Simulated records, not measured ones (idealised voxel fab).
process module | voxel gate over fins
cross-section cut | 240 nm wide | cells 5 nm
A cross-section is a grid of square cells, given in bands from the top down. A band is one or more rows of cells.
Each band's line starts with the height of the band's top and of its bottom, in nm. Then come its materials from left to right, each with its width in nm. One material with "throughout" fills the band from edge to edge. "air" is empty space.
Height 0 is the level under which the wafer as received is all one material. The lowest band goes on downwards, as in "0 down".
A width such as "30 to 40" changes by the same amount from each row of cells to the next, from the band's top row to its bottom row.
"no change" after a step means that no cell of the cross-section changed.
closed voids: empty space of 8 cells or more with no open way to the top, each as width x height at its distance from the left edge, in nm
after a step's settings: what the simulator itself notes on the step
overlay nm, on a step with a mask: how far to the right of its planned place the mask lay; to the left if negative
plan
1 op RECEIVE | material Si
2 op CONFORMAL_DEP | material SiN | thk nm 10
3 op MASKED_ETCH | tone cover | mask id FINS | width nm 15 | pitch nm 60 | etch materials SiN | depth nm 10 | overlay nm 0
4 op MASKED_ETCH | tone cover | mask id FINS | width nm 15 | pitch nm 60 | etch materials Si | depth nm 40 | overlay nm 0
5 op FILL_DEP | material SiO2 | thk nm 15
6 op CMP | height nm 10
7 op PATTERN | tone open | mask id RAIL | material resist | width nm 15 | thk nm 15 | overlay nm 0
8 op DIRECTIONAL_ETCH | etch materials SiO2 | depth nm 45
9 op STRIP | etch materials resist
10 op CONFORMAL_DEP | material TiN | thk nm 5
11 op FILL_DEP | material W | thk nm 5
12 op CMP | height nm 10
13 op SELECTIVE_ETCH | etch materials W Ru TiN | depth nm 30
14 op FILL_DEP | material SiO2 | thk nm 5
15 op CMP | height nm 10
16 op SELECTIVE_ETCH | etch materials SiO2 | depth nm 25
17 op STRIP | etch materials SiN
18 op CONFORMAL_DEP | material HfO2 | thk nm 5
19 op CONFORMAL_DEP | material TiN | thk nm 5
20 op FILL_DEP | material W | thk nm 10
21 op CMP | height nm 15
22 op CONFORMAL_DEP | material SiN | thk nm 10
as received, after step 1
  0 down: Si throughout
  closed voids: none
first wafer at the end, as planned
  25 to 15: SiN throughout
  15 to 10: W throughout
  10 to 5: W 70 | TiN 35 | W 25 | TiN 35 | W 75
  5 to 0: W 70 | TiN 5 | HfO2 25 | TiN 5 | W 25 | TiN 5 | HfO2 25 | TiN 5 | W 75
  0 to -5: W 70 | TiN 5 | HfO2 5 | Si 15 | HfO2 5 | TiN 5 | W 25 | TiN 5 | HfO2 5 | Si 15 | HfO2 5 | TiN 5 | W 75
  -5 to -10: TiN 75 | HfO2 5 | Si 15 | HfO2 5 | TiN 35 | HfO2 5 | Si 15 | HfO2 5 | TiN 80
  -10 to -15: HfO2 80 | Si 15 | HfO2 45 | Si 15 | HfO2 85
  -15 to -20: SiO2 80 | Si 15 | SiO2 45 | Si 15 | SiO2 85
  -20 to -30: SiO2 80 | Si 15 | SiO2 15 | TiN 5 | W 5 | TiN 5 | SiO2 15 | Si 15 | SiO2 85
  -30 to -35: SiO2 80 | Si 15 | SiO2 15 | TiN 15 | SiO2 15 | Si 15 | SiO2 85
  -35 to -40: SiO2 80 | Si 15 | SiO2 45 | Si 15 | SiO2 85
  -40 down: Si throughout
  closed voids: none
second wafer at the end: like start, like plan, one mistake
  25 to 15: SiN throughout
  15 to 10: W throughout
  10 to 5: W 70 | TiN 35 | W 25 | TiN 35 | W 75
  5 to 0: W 70 | TiN 5 | HfO2 25 | TiN 5 | W 25 | TiN 5 | HfO2 25 | TiN 5 | W 75
  0 to -5: W 70 | TiN 5 | HfO2 5 | Si 15 | HfO2 5 | TiN 5 | W 25 | TiN 5 | HfO2 5 | Si 15 | HfO2 5 | TiN 5 | W 75
  -5 to -10: TiN 75 | HfO2 5 | Si 15 | HfO2 5 | TiN 35 | HfO2 5 | Si 15 | HfO2 5 | TiN 80
  -10 to -15: HfO2 80 | Si 15 | HfO2 45 | Si 15 | HfO2 85
  -15 to -20: SiO2 80 | Si 15 | SiO2 45 | Si 15 | SiO2 85
  -20 to -30: SiO2 80 | Si 15 | SiO2 15 | TiN 5 | W 10 | TiN 5 | SiO2 10 | Si 15 | SiO2 85
  -30 to -35: SiO2 80 | Si 15 | SiO2 15 | TiN 20 | SiO2 10 | Si 15 | SiO2 85
  -35 to -40: SiO2 80 | Si 15 | SiO2 45 | Si 15 | SiO2 85
  -40 down: Si throughout
  closed voids: none
what went wrong: step 7 ran as: op PATTERN | tone open | mask id RAIL | material resist | width nm 20 | thk nm 15 | overlay nm 0
at the end the second wafer has, in cells: 3 fewer of SiO2 | 1 more of TiN | 2 more of W
